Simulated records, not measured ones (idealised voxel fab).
process module | voxel spacer lines
cross-section cut | 220 nm wide | cells 5 nm
A cross-section is a grid of square cells, given in bands from the top down. A band is one or more rows of cells.
Each band's line starts with the height of the band's top and of its bottom, in nm. Then come its materials from left to right, each with its width in nm. One material with "throughout" fills the band from edge to edge. "air" is empty space.
Height 0 is the level under which the wafer as received is all one material. The lowest band goes on downwards, as in "0 down".
A width such as "30 to 40" changes by the same amount from each row of cells to the next, from the band's top row to its bottom row.
"no change" after a step means that no cell of the cross-section changed.
closed voids: empty space of 8 cells or more with no open way to the top, each as width x height at its distance from the left edge, in nm
after a step's settings: what the simulator itself notes on the step
overlay nm, on a step with a mask: how far to the right of its planned place the mask lay; to the left if negative
plan
1 op RECEIVE | material Si
2 op CONFORMAL_DEP | material Al2O3 | thk nm 10
3 op DIRECTIONAL_DEP | material TiN | thk nm 15
4 op DIRECTIONAL_DEP | material aC | thk nm 30
5 op PATTERN | tone cover | mask id MANDREL | material resist | width nm 15 | pitch nm 80 | thk nm 40 | overlay nm 0
6 op DIRECTIONAL_ETCH | etch materials aC | depth nm 30
7 op STRIP | etch materials resist
8 op CONFORMAL_DEP | material SiN | thk nm 15
9 op DIRECTIONAL_ETCH | etch materials SiN | depth nm 15
10 op STRIP | etch materials aC
11 op DIRECTIONAL_ETCH | etch materials TiN | depth nm 15
12 op STRIP | etch materials SiN
13 op FILL_DEP | material SiO2 | thk nm 10
14 op CMP | height nm 25
varied across the wafers: width nm of step 5. The plan shows the first wafer's value. All wafers start alike
first wafer as received, after step 1
  0 down: Si throughout
  closed voids: none
first wafer at the end, after step 14
  25 to 10: SiO2 5 | TiN 15 | SiO2 15 | TiN 15 | SiO2 35 | TiN 15 | SiO2 15 | TiN 15 | SiO2 35 | TiN 15 | SiO2 15 | TiN 15 | SiO2 10
  10 to 0: Al2O3 throughout
  0 down: Si throughout
  closed voids: none
last wafer at the end
  25 to 10: TiN 15 | SiO2 30 | TiN 15 | SiO2 20 | TiN 15 | SiO2 30 | TiN 15 | SiO2 20 | TiN 15 | SiO2 30 | TiN 15
  10 to 0: Al2O3 throughout
  0 down: Si throughout
  closed voids: none
each wafer at the end: cells of each material gained (+) or lost (-) since it was received, then its closed voids
width nm 15 | +88 Al2O3 | +78 SiO2 | +54 TiN | closed voids: none
width nm 20 | +88 Al2O3 | +78 SiO2 | +54 TiN | closed voids: none
width nm 25 | +88 Al2O3 | +78 SiO2 | +54 TiN | closed voids: none
width nm 30 | +88 Al2O3 | +78 SiO2 | +54 TiN | closed voids: none
